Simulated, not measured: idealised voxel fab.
process module | voxel ribs on slabs
cross-section cut | 190 nm wide | cells 5 nm
A cross-section is a grid of square cells, given in bands from the top down. A band is one or more rows of cells.
Each band's line starts with the height of the band's top and of its bottom, in nm. Then come its materials from left to right, each with its width in nm. One material with "throughout" fills the band from edge to edge. "air" is empty space.
Height 0 is the level under which the wafer as received is all one material. The lowest band goes on downwards, as in "0 down".
A width such as "30 to 40" changes by the same amount from each row of cells to the next, from the band's top row to its bottom row.
"no change" after a step means that no cell of the cross-section changed.
closed voids: empty space of 8 cells or more with no open way to the top, each as width x height at its distance from the left edge, in nm
after a step's settings: what the simulator itself notes on the step
overlay nm, on a step with a mask: how far to the right of its planned place the mask lay; to the left if negative
plan
1 op RECEIVE | material Si
2 op DIRECTIONAL_DEP | material SiO2 | thk nm 20
3 op DIRECTIONAL_DEP | material SiN | thk nm 25
4 op DIRECTIONAL_DEP | material aC | thk nm 10
5 op PATTERN | tone cover | mask id RIB | material resist | width nm 20 | thk nm 30 | overlay nm 0
6 op DIRECTIONAL_ETCH | etch materials aC | depth nm 10
7 op STRIP | etch materials resist
8 op DIRECTIONAL_ETCH | etch materials SiN | depth nm 10
9 op STRIP | etch materials aC
10 op DIRECTIONAL_DEP | material aC | thk nm 15
11 op PATTERN | tone cover | mask id SLAB | material resist | width nm 80 | thk nm 35 | overlay nm 0
12 op DIRECTIONAL_ETCH | etch materials aC | depth nm 15
13 op STRIP | etch materials resist
14 op DIRECTIONAL_ETCH | etch materials SiN | depth nm 15
15 op STRIP | etch materials aC
16 op FILL_DEP | material SiO2 | thk nm 20
17 op CMP | height nm 55
18 op DIRECTIONAL_DEP | material W | thk nm 5
19 op MASKED_ETCH | tone cover | mask id HEATER | width nm 30 | etch materials W | depth nm 5 | overlay nm 0
20 op CONFORMAL_DEP | material SiN | thk nm 5
as received, after step 1
  0 down: Si throughout
  closed voids: none
a wafer at the end: this start, this plan, one mistake
  65 to 60: air 75 | SiN 40 | air 75
  60 to 55: SiN 80 | W 30 | SiN 80
  55 to 40: SiO2 55 | SiN 80 | SiO2 55
  40 to 0: SiO2 throughout
  0 down: Si throughout
  closed voids: none
what went wrong: step 2 was run twice
